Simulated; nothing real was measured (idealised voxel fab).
process module | voxel ribs on slabs
cross-section cut | 140 nm wide | cells 5 nm
A cross-section is a grid of square cells, given in bands from the top down. A band is one or more rows of cells.
Each band's line starts with the height of the band's top and of its bottom, in nm. Then come its materials from left to right, each with its width in nm. One material with "throughout" fills the band from edge to edge. "air" is empty space.
Height 0 is the level under which the wafer as received is all one material. The lowest band goes on downwards, as in "0 down".
A width such as "30 to 40" changes by the same amount from each row of cells to the next, from the band's top row to its bottom row.
"no change" after a step means that no cell of the cross-section changed.
closed voids: empty space of 8 cells or more with no open way to the top, each as width x height at its distance from the left edge, in nm
after a step's settings: what the simulator itself notes on the step
overlay nm, on a step with a mask: how far to the right of its planned place the mask lay; to the left if negative
plan
1 op RECEIVE | material Si
2 op DIRECTIONAL_DEP | material SiO2 | thk nm 20
3 op DIRECTIONAL_DEP | material polySi | thk nm 15
4 op MASKED_ETCH | tone cover | mask id RIB | width nm 15 | etch materials polySi | depth nm 10 | overlay nm 0
5 op MASKED_ETCH | tone cover | mask id SLAB | width nm 45 | etch materials polySi | depth nm 5 | overlay nm 0
6 op FILL_DEP | material SiO2 | thk nm 20
7 op CMP | height nm 50
8 op DIRECTIONAL_DEP | material W | thk nm 5
9 op DIRECTIONAL_DEP | material aC | thk nm 10
10 op PATTERN | tone cover | mask id HEATER | material resist | width nm 25 | thk nm 30 | overlay nm 0
11 op DIRECTIONAL_ETCH | etch materials aC | depth nm 10
12 op STRIP | etch materials resist
13 op DIRECTIONAL_ETCH | etch materials W | depth nm 5
14 op STRIP | etch materials aC
15 op CONFORMAL_DEP | material SiN | thk nm 5
as received, after step 1
  0 down: Si throughout
  closed voids: none
first wafer at the end, as planned
  60 to 55: air 50 | SiN 35 | air 55
  55 to 50: SiN 55 | W 25 | SiN 60
  50 to 35: SiO2 throughout
  35 to 25: SiO2 60 | polySi 15 | SiO2 65
  25 to 20: SiO2 45 | polySi 45 | SiO2 50
  20 to 0: SiO2 throughout
  0 down: Si throughout
  closed voids: none
second wafer at the end: like start, like plan, one mistake
  60 to 55: air 50 | SiN 35 | air 55
  55 to 50: SiN 55 | W 25 | SiN 60
  50 to 40: SiO2 60 to 45 | polySi 15 to 45 | SiO2 65 to 50
  40 to 0: SiO2 throughout
  0 down: Si throughout
  closed voids: none
what went wrong: step 2 was run twice
at the end the second wafer has, in cells: 3 more of SiO2 | 3 fewer of polySi
